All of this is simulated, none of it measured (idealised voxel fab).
process module | voxel local oxidation
Cross-section cut: width 270 nm, square cells of 5 nm.
Each cross-section below is a grid of square cells, stated as bands in top-down order, with one or more rows of cells making up each band.
Per band: top height and bottom height in nm, followed by the left-to-right materials and their widths in nm; "all across" marks a single material spanning edge to edge, "blank" marks empty space.
Heights are measured from 0, the level below which the as-received wafer is all one material; the lowest band has no bottom and continues downward, written as in "0 down".
The notation "30..40" denotes a width that varies across the rows of cells in the band, beginning at the first number in the top row, finishing at the second number in the bottom row, and changing by an identical amount from each row to the next.
Step note "no alteration" = no cross-section cell changed.
Any empty space of 8 cells or more lacking an open way to the top shows up in "Voids, fully enclosed" as width x height at distance, distance from the left edge, in nm.
Past the settings on a step's line: simulator remark, on that step.
overlay nm: step with mask; distance mask lay right of planned place; negative value = left of planned place.

[Below is the list of planned process steps]
1,RECEIVE, material Si
2,CONFORMAL_DEP, material SiO2, thk nm 5
3,CONFORMAL_DEP, material SiN, thk nm 15
4,PATTERN, tone cover, mask id ACTIVE, material resist, width nm 100, thk nm 20, overlay nm 0
5,DIRECTIONAL_ETCH, etch materials SiN, depth nm 15
6,STRIP, etch materials resist
7,SELECTIVE_ETCH, etch materials SiO2, depth nm 5
8,OXIDIZE, depth nm 10
9,STRIP, etch materials SiN
Across this set of wafers, the varied parameter is the thk nm of step 2. Starting conditions are identical for every wafer, and the plan reports the value assigned to the first wafer.

[Cut through the first of several wafers as received, post step 1]
	0 down | Si all across
	Voids, fully enclosed: none

[Module finished, last step 9 done: cross-section of the first of several wafers]
	5 to 0 | blank 90, then SiO2 90, then blank 90
	0 to -10 | SiO2 100, then Si 70, then SiO2 100
	-10 down | Si all across
	Voids, fully enclosed: none

[Wafer cross-section (last wafer, module end)]
	20 to 15 | blank 90, then SiO2 90, then blank 90
	15 to 0 | SiO2 all across
	0 down | Si all across
	Voids, fully enclosed: none

[The table below has one row for each wafer; a row shows, as of the end of the module, how many cells of each material the wafer has gained, marked (+), or lost, marked (-), since it was received, and then the wafer's closed voids]
thk nm 5 | -80 Si | +98 SiO2 | Voids, fully enclosed: none
thk nm 10 | +72 SiO2 | Voids, fully enclosed: none
thk nm 15 | +126 SiO2 | Voids, fully enclosed: none
thk nm 20 | +180 SiO2 | Voids, fully enclosed: none
